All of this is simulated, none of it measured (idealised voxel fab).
process module | voxel released beams
140 nm wide, 5 nm square cells: that's cross-section cut.
Each cross-section below is a grid of square cells, stated as bands in top-down order, with one or more rows of cells making up each band.
The entry gives the band's vertical extent as a top height and a bottom height in nm, then its horizontal make-up as materials from left to right, each with a width in nm. "air" stands for empty space; a single material marked "everywhere" fills the band edge to edge.
Below 0: as-received wafer, all one material; heights counted from there. Lowest band: no bottom, goes on down, written "top 0, no bottom".
You'd read "30->40" like this: the band's top row of cells is as wide as the first number, its bottom row is as wide as the second, and going down, every row changes width by the same amount as the row before did.
Take "changes: none" at face value: in the step it is given for, the cross-section changed in none of its cells.
Empty spaces without an open route to the top, at least 8 cells in extent, make up the entry "Closed internal cavities"; each is given as width x height at distance, where the distance is measured from the left edge, and all are in nm.
On each step's line, the part that comes after the settings is the simulator's own comment on the step.
Each step line may optionally specify "overlay nm", which for a step with a mask gives the rightward distance between the mask's planned place and where it lay, a negative value indicating the leftward direction.
**This section lists the process steps that were planned**
1) RECEIVE | material Si
2) CONFORMAL_DEP | material SiN | thk nm 10
3) DIRECTIONAL_DEP | material SiO2 | thk nm 10
4) MASKED_ETCH | tone open | mask id ANCHOR | width nm 35 | etch materials SiO2 | depth nm 10 | overlay nm 0
5) CONFORMAL_DEP | material polySi | thk nm 15
6) DIRECTIONAL_DEP | material aC | thk nm 15
7) PATTERN | tone cover | mask id BEAM | material resist | width nm 80 | thk nm 35 | overlay nm 0
8) DIRECTIONAL_ETCH | etch materials aC | depth nm 15
9) STRIP | etch materials resist
10) DIRECTIONAL_ETCH | etch materials polySi | depth nm 15
11) STRIP | etch materials aC
12) STRIP | etch materials SiO2
**Wafer at receipt (post step 1), cross-section**
  top 0, no bottom  Si everywhere
  Closed internal cavities: none
**Cross-section, first of two wafers, end of module, run as planned**
  top 35, bottom 25  air=25, then polySi=20, then air=5, then polySi=55, then air=35
  top 25, bottom 20  air=25, then polySi=80, then air=35
  top 20, bottom 10  air=30, then polySi=35, then air=75
  top 10, bottom 0  SiN everywhere
  top 0, no bottom  Si everywhere
  Closed internal cavities: none
**So this is wafer number two of the two, cut at the end of the module - it started where the first did and had the same plan, we just got one thing wrong running it**
  top 35, bottom 20  air=25, then polySi=80, then air=35
  top 20, bottom 10  SiN everywhere
  top 10, bottom 0  SiO2 everywhere
  top 0, no bottom  Si everywhere
  Closed internal cavities: none
The plan and the run diverged here: steps 2 and 3 were swapped
The closing comparison, in cells, has the second wafer with more or fewer of some materials than the first: 56 more of SiO2, 12 fewer of polySi
